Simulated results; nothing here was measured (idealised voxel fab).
You're looking at the process module voxel self aligned contacts.
The figure presents cross-section cut, which has a width of 290 nm and is divided into square cells with an edge length of 5 nm.
How to read a cross-section here: the picture is a grid of square cells, written as bands going from the top down, and any band can span one or more rows of cells.
Each band's line starts with the height of the band's top and of its bottom, in nm. Then come its materials from left to right, each with its width in nm. One material with "throughout" fills the band from edge to edge. "empty" is empty space.
Ref level 0: as-received wafer is one material below here. Bottom band extends down with no lower bound ("0 down").
It should be noted that a width expressed as "30..40" varies in equal increments from row to row of cells within the band, taking the value of the first number at the top row and that of the second number at the bottom row.
Any step labelled "no change" changed none of the cells in the cross-section.
Basically, "Fully sealed cavities" tells you about the enclosed voids: empty spaces with no open way to the top, 8 cells or bigger, each written width x height at distance, where distance is from the left edge, all in nm.
Heads up: the bit after the settings on a step's line is the simulator's remark on that step.
Each step line may optionally specify "overlay nm", which for a step with a mask gives the rightward distance between the mask's planned place and where it lay, a negative value indicating the leftward direction.

-- Steps planned for the process
1: RECEIVE (material Si)
2: OXIDIZE (depth nm 5)
3: DIRECTIONAL_DEP (material polySi; thk nm 25)
4: DIRECTIONAL_DEP (material SiN; thk nm 20)
5: DIRECTIONAL_DEP (material aC; thk nm 15)
6: PATTERN (tone cover; mask id GATE; material resist; width nm 25; pitch nm 70; thk nm 30; overlay nm 0)
7: DIRECTIONAL_ETCH (etch materials aC; depth nm 15)
8: STRIP (etch materials resist)
9: DIRECTIONAL_ETCH (etch materials SiN; depth nm 20)
10: DIRECTIONAL_ETCH (etch materials polySi; depth nm 25)
11: STRIP (etch materials aC)
12: CONFORMAL_DEP (material SiN; thk nm 10)
13: DIRECTIONAL_ETCH (etch materials SiN; depth nm 10)
14: FILL_DEP (material SiO2; thk nm 20)
15: CMP (height nm 55)
16: MASKED_ETCH (tone open; mask id CONTACT; width nm 55; etch materials SiO2; depth nm 60; overlay nm 0)
17: CONFORMAL_DEP (material TiN; thk nm 5)
18: FILL_DEP (material W; thk nm 10)
19: CMP (height nm 55)
20: CONFORMAL_DEP (material SiN; thk nm 5)

-- Account of the first of two wafers, which was processed as intended

-- as received, after step 1
	0 down | Si throughout
	Fully sealed cavities: none

-- Cross-sectional representation of the wafer at the conclusion of step 2
	0 to -5 | SiO2 throughout
	Under -5: no change, same as before.

-- Cross-sectional representation of the wafer at the conclusion of step 3
	25 to 0 | polySi throughout
	Under 0: no change, same as before.

-- Cross-sectional representation of the wafer at the conclusion of step 4
	45 to 25 | SiN throughout
	Under 25: no change, same as before.

-- Cross-sectional representation of the wafer at the conclusion of step 5
	60 to 45 | aC throughout
	Under 45: no change, same as before.

-- Cross-sectional representation of the wafer at the conclusion of step 6
	90 to 60 | empty 95 / resist 25 / empty 45 / resist 25 / empty 100
	Under 60: no change, same as before.

-- Cross-sectional representation of the wafer at the conclusion of step 7
	75 to 60 | empty 95 / resist 25 / empty 45 / resist 25 / empty 100
	60 to 45 | empty 95 / aC 25 / empty 45 / aC 25 / empty 100
	Under 45: no change, same as before.

-- Cross-sectional representation of the wafer at the conclusion of step 8
	60 to 45 | empty 95 / aC 25 / empty 45 / aC 25 / empty 100
	Under 45: no change, same as before.

-- Cross-sectional representation of the wafer at the conclusion of step 9
	60 to 45 | empty 95 / aC 25 / empty 45 / aC 25 / empty 100
	45 to 25 | empty 95 / SiN 25 / empty 45 / SiN 25 / empty 100
	Under 25: no change, same as before.

-- Cross-sectional representation of the wafer at the conclusion of step 10
	60 to 45 | empty 95 / aC 25 / empty 45 / aC 25 / empty 100
	45 to 25 | empty 95 / SiN 25 / empty 45 / SiN 25 / empty 100
	25 to 0 | empty 95 / polySi 25 / empty 45 / polySi 25 / empty 100
	Under 0: no change, same as before.

-- Cross-sectional representation of the wafer at the conclusion of step 11
	45 to 25 | empty 95 / SiN 25 / empty 45 / SiN 25 / empty 100
	Under 25: no change, same as before.

-- Cross-sectional representation of the wafer at the conclusion of step 12
	55 to 25 | empty 85 / SiN 45 / empty 25 / SiN 45 / empty 90
	25 to 10 | empty 85 / SiN 10 / polySi 25 / SiN 10 / empty 25 / SiN 10 / polySi 25 / SiN 10 / empty 90
	10 to 0 | SiN 95 / polySi 25 / SiN 45 / polySi 25 / SiN 100
	Under 0: no change, same as before.

-- Cross-sectional representation of the wafer at the conclusion of step 13
	45 to 25 | empty 85 / SiN 45 / empty 25 / SiN 45 / empty 90
	25 to 0 | empty 85 / SiN 10 / polySi 25 / SiN 10 / empty 25 / SiN 10 / polySi 25 / SiN 10 / empty 90
	Under 0: no change, same as before.

-- Cross-sectional representation of the wafer at the conclusion of step 14
	65 to 45 | SiO2 throughout
	45 to 25 | SiO2 85 / SiN 45 / SiO2 25 / SiN 45 / SiO2 90
	25 to 0 | SiO2 85 / SiN 10 / polySi 25 / SiN 10 / SiO2 25 / SiN 10 / polySi 25 / SiN 10 / SiO2 90
	Under 0: no change, same as before.

-- Cross-sectional representation of the wafer at the conclusion of step 15
	55 to 45 | SiO2 throughout
	Under 45: no change, same as before.

-- Cross-sectional representation of the wafer at the conclusion of step 16
	55 to 45 | SiO2 115 / empty 55 / SiO2 120
	45 to 25 | SiO2 85 / SiN 45 / empty 25 / SiN 45 / SiO2 90
	25 to 0 | SiO2 85 / SiN 10 / polySi 25 / SiN 10 / empty 25 / SiN 10 / polySi 25 / SiN 10 / SiO2 90
	0 to -5 | SiO2 130 / empty 25 / SiO2 135
	Under -5: no change, same as before.

-- Cross-sectional representation of the wafer at the conclusion of step 17
	60 to 55 | TiN 120 / empty 45 / TiN 125
	55 to 45 | SiO2 115 / TiN 5..20 / empty 45..15 / TiN 5..20 / SiO2 120
	45 to 25 | SiO2 85 / SiN 45 / TiN 5 / empty 15 / TiN 5 / SiN 45 / SiO2 90
	25 to 0 | SiO2 85 / SiN 10 / polySi 25 / SiN 10 / TiN 5 / empty 15 / TiN 5 / SiN 10 / polySi 25 / SiN 10 / SiO2 90
	0 to -5 | SiO2 130 / TiN 25 / SiO2 135
	Under -5: no change, same as before.

-- Cross-sectional representation of the wafer at the conclusion of step 18
	70 to 60 | W throughout
	60 to 55 | TiN 120 / W 45 / TiN 125
	55 to 45 | SiO2 115 / TiN 5..20 / W 45..15 / TiN 5..20 / SiO2 120
	45 to 25 | SiO2 85 / SiN 45 / TiN 5 / W 15 / TiN 5 / SiN 45 / SiO2 90
	25 to 0 | SiO2 85 / SiN 10 / polySi 25 / SiN 10 / TiN 5 / W 15 / TiN 5 / SiN 10 / polySi 25 / SiN 10 / SiO2 90
	Under 0: no change, same as before.

-- Cross-sectional representation of the wafer at the conclusion of step 19
	55 to 45 | SiO2 115 / TiN 5..20 / W 45..15 / TiN 5..20 / SiO2 120
	Under 45: no change, same as before.

-- Cross-sectional representation of the wafer at the conclusion of step 20
	60 to 55 | SiN throughout
	Under 55: no change, same as before.

-- second wafer: like start, like plan, one mistake. Through step 15 it matches the first wafer

-- Cross-section of the second wafer at the time step 16 of the plan should have ended
	55 to 45 | SiO2 110 / empty 55 / SiO2 125
	45 to 25 | SiO2 85 / SiN 45 / empty 25 / SiN 45 / SiO2 90
	25 to 0 | SiO2 85 / SiN 10 / polySi 25 / SiN 10 / empty 25 / SiN 10 / polySi 25 / SiN 10 / SiO2 90
	0 to -5 | SiO2 130 / empty 25 / SiO2 135
	Under -5: no change, same as before.

-- Cross-section of the second wafer at the time step 17 of the plan should have ended
	60 to 55 | TiN 115 / empty 45 / TiN 130
	55 to 45 | SiO2 110 / TiN 5..25 / empty 45..15 / TiN 5..15 / SiO2 125
	45 to 25 | SiO2 85 / SiN 45 / TiN 5 / empty 15 / TiN 5 / SiN 45 / SiO2 90
	25 to 0 | SiO2 85 / SiN 10 / polySi 25 / SiN 10 / TiN 5 / empty 15 / TiN 5 / SiN 10 / polySi 25 / SiN 10 / SiO2 90
	0 to -5 | SiO2 130 / TiN 25 / SiO2 135
	Under -5: no change, same as before.

-- Cross-section of the second wafer at the time step 18 of the plan should have ended
	70 to 60 | W throughout
	60 to 55 | TiN 115 / W 45 / TiN 130
	55 to 45 | SiO2 110 / TiN 5..25 / W 45..15 / TiN 5..15 / SiO2 125
	45 to 25 | SiO2 85 / SiN 45 / TiN 5 / W 15 / TiN 5 / SiN 45 / SiO2 90
	25 to 0 | SiO2 85 / SiN 10 / polySi 25 / SiN 10 / TiN 5 / W 15 / TiN 5 / SiN 10 / polySi 25 / SiN 10 / SiO2 90
	Under 0: no change, same as before.

-- Cross-section of the second wafer at the time step 19 of the plan should have ended
	55 to 45 | SiO2 110 / TiN 5..25 / W 45..15 / TiN 5..15 / SiO2 125
	Under 45: no change, same as before.

-- Cross-section of the second wafer at the time step 20 of the plan should have ended
	60 to 55 | SiN throughout
	Under 55: no change, same as before.
Here's what went sideways: contrary to plan, step 16 was performed as MASKED_ETCH (tone open; mask id CONTACT; width nm 55; etch materials SiO2; depth nm 60; overlay nm -5)
The two final wafers agree on how many cells each material fills and disagree on which cells those are.
